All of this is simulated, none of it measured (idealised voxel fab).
The following process module bears the name voxel ribs on slabs.
Section cut is 300 nm wide and gridded with 5 nm square cells.
In what follows, cross-sections appear as grids of square cells, described through bands that run from the top down, where every band is one or more rows of cells.
Read a band's entry like this: the first values are the height of its top and the height of its bottom in nm, and what follows is the sequence of materials from left to right, each with its width in nm. Note that "empty" is empty space, and that a single material marked "all across" reaches across the band from edge to edge.
Height reference: 0 = level under which incoming wafer is all one material. Lowest band: no bottom, runs on downward, e.g. "from 0 down".
A two-number width, for instance "30 to 40", indicates that the width is equal to the first number in the top row of the band and to the second number in the bottom row, and that it changes by a constant amount per row of cells.
Key: "no change occurred" - step with no changed cell in the cross-section.
Heads up: "Enclosed internal cavities" only lists the empty pockets with no open path to the top that are 8 cells or more, and it writes them as width x height at distance, distance from the left edge, in nm.
Where a step's line continues beyond its settings, the continuation is a remark by the simulator itself on that step.
You can add "overlay nm" to a step's line. For a step with a mask, it describes how far the mask lay to the right of its planned position, and a negative number describes a lay to the left.

The following list gives the planned process steps:
1,RECEIVE,material Si
2,DIRECTIONAL_DEP,material SiO2,thk nm 20
3,DIRECTIONAL_DEP,material polySi,thk nm 20
4,DIRECTIONAL_DEP,material aC,thk nm 15
5,PATTERN,tone cover,mask id RIB,material resist,width nm 30,thk nm 30,overlay nm 0
6,DIRECTIONAL_ETCH,etch materials aC,depth nm 15
7,STRIP,etch materials resist
8,DIRECTIONAL_ETCH,etch materials polySi,depth nm 10
9,STRIP,etch materials aC
10,PATTERN,tone cover,mask id SLAB,material resist,width nm 90,thk nm 20,overlay nm 0
11,DIRECTIONAL_ETCH,etch materials polySi,depth nm 10
12,STRIP,etch materials resist
13,FILL_DEP,material SiO2,thk nm 30
14,CMP,height nm 60
15,DIRECTIONAL_DEP,material TiN,thk nm 5
16,DIRECTIONAL_DEP,material aC,thk nm 15
17,PATTERN,tone cover,mask id HEATER,material resist,width nm 40,thk nm 30,overlay nm 0
18,DIRECTIONAL_ETCH,etch materials aC,depth nm 15
19,STRIP,etch materials resist
20,DIRECTIONAL_ETCH,etch materials TiN,depth nm 5
21,STRIP,etch materials aC
22,CONFORMAL_DEP,material SiO2,thk nm 5

First of the two wafers, run per plan:

Incoming wafer, cross-sectional view, post step 1:
	from 0 down: Si all across
	Enclosed internal cavities: none

Presented here is a cross-section of the wafer after step 2 has been performed:
	from 20 to 0: SiO2 all across
	Under 0: no change, same as before.

Presented here is a cross-section of the wafer after step 3 has been performed:
	from 40 to 20: polySi all across
	Under 20: no change, same as before.

Presented here is a cross-section of the wafer after step 4 has been performed:
	from 55 to 40: aC all across
	Under 40: no change, same as before.

Presented here is a cross-section of the wafer after step 5 has been performed:
	from 85 to 55: 135 of empty  30 of resist  135 of empty
	Under 55: no change, same as before.

Presented here is a cross-section of the wafer after step 6 has been performed:
	from 70 to 55: 135 of empty  30 of resist  135 of empty
	from 55 to 40: 135 of empty  30 of aC  135 of empty
	Under 40: no change, same as before.

Presented here is a cross-section of the wafer after step 7 has been performed:
	from 55 to 40: 135 of empty  30 of aC  135 of empty
	Under 40: no change, same as before.

Presented here is a cross-section of the wafer after step 8 has been performed:
	from 55 to 40: 135 of empty  30 of aC  135 of empty
	from 40 to 30: 135 of empty  30 of polySi  135 of empty
	Under 30: no change, same as before.

Presented here is a cross-section of the wafer after step 9 has been performed:
	from 40 to 30: 135 of empty  30 of polySi  135 of empty
	Under 30: no change, same as before.

Presented here is a cross-section of the wafer after step 10 has been performed:
	from 60 to 40: 105 of empty  90 of resist  105 of empty
	from 40 to 30: 105 of empty  30 of resist  30 of polySi  30 of resist  105 of empty
	Under 30: no change, same as before.

Presented here is a cross-section of the wafer after step 11 has been performed:
	from 60 to 40: 105 of empty  90 of resist  105 of empty
	from 40 to 30: 105 of empty  30 of resist  30 of polySi  30 of resist  105 of empty
	from 30 to 20: 105 of empty  90 of polySi  105 of empty
	Under 20: no change, same as before.

Presented here is a cross-section of the wafer after step 12 has been performed:
	from 40 to 30: 135 of empty  30 of polySi  135 of empty
	Under 30: no change, same as before.

Presented here is a cross-section of the wafer after step 13 has been performed:
	from 70 to 40: SiO2 all across
	from 40 to 30: 135 of SiO2  30 of polySi  135 of SiO2
	from 30 to 20: 105 of SiO2  90 of polySi  105 of SiO2
	Under 20: no change, same as before.

Presented here is a cross-section of the wafer after step 14 has been performed:
	from 60 to 40: SiO2 all across
	Under 40: no change, same as before.

Presented here is a cross-section of the wafer after step 15 has been performed:
	from 65 to 60: TiN all across
	Under 60: no change, same as before.

Presented here is a cross-section of the wafer after step 16 has been performed:
	from 80 to 65: aC all across
	Under 65: no change, same as before.

Presented here is a cross-section of the wafer after step 17 has been performed:
	from 110 to 80: 130 of empty  40 of resist  130 of empty
	Under 80: no change, same as before.

Presented here is a cross-section of the wafer after step 18 has been performed:
	from 95 to 80: 130 of empty  40 of resist  130 of empty
	from 80 to 65: 130 of empty  40 of aC  130 of empty
	Under 65: no change, same as before.

Presented here is a cross-section of the wafer after step 19 has been performed:
	from 80 to 65: 130 of empty  40 of aC  130 of empty
	Under 65: no change, same as before.

Presented here is a cross-section of the wafer after step 20 has been performed:
	from 80 to 65: 130 of empty  40 of aC  130 of empty
	from 65 to 60: 130 of empty  40 of TiN  130 of empty
	Under 60: no change, same as before.

Presented here is a cross-section of the wafer after step 21 has been performed:
	from 65 to 60: 130 of empty  40 of TiN  130 of empty
	Under 60: no change, same as before.

Presented here is a cross-section of the wafer after step 22 has been performed:
	from 70 to 65: 125 of empty  50 of SiO2  125 of empty
	from 65 to 60: 130 of SiO2  40 of TiN  130 of SiO2
	Under 60: no change, same as before.

The remaining wafer, second of the two, started like the first and was run to the same plan, except that one mistake was made along the way; the two coincide through step 16, inclusive:

What the second wafer looks like in cross-section when step 17 should have wrapped up:
	from 110 to 80: 120 of empty  40 of resist  140 of empty
	Under 80: no change, same as before.

What the second wafer looks like in cross-section when step 18 should have wrapped up:
	from 95 to 80: 120 of empty  40 of resist  140 of empty
	from 80 to 65: 120 of empty  40 of aC  140 of empty
	Under 65: no change, same as before.

What the second wafer looks like in cross-section when step 19 should have wrapped up:
	from 80 to 65: 120 of empty  40 of aC  140 of empty
	Under 65: no change, same as before.

What the second wafer looks like in cross-section when step 20 should have wrapped up:
	from 80 to 65: 120 of empty  40 of aC  140 of empty
	from 65 to 60: 120 of empty  40 of TiN  140 of empty
	Under 60: no change, same as before.

What the second wafer looks like in cross-section when step 21 should have wrapped up:
	from 65 to 60: 120 of empty  40 of TiN  140 of empty
	Under 60: no change, same as before.

What the second wafer looks like in cross-section when step 22 should have wrapped up:
	from 70 to 65: 115 of empty  50 of SiO2  135 of empty
	from 65 to 60: 120 of SiO2  40 of TiN  140 of SiO2
	Under 60: no change, same as before.
Misprocessing identified: not per plan at step 17, really ran PATTERN,tone cover,mask id HEATER,material resist,width nm 40,thk nm 30,overlay nm -10
If you tally the cells, the second wafer ends up with the same amount of every material as the first; it's all just sitting in different places.
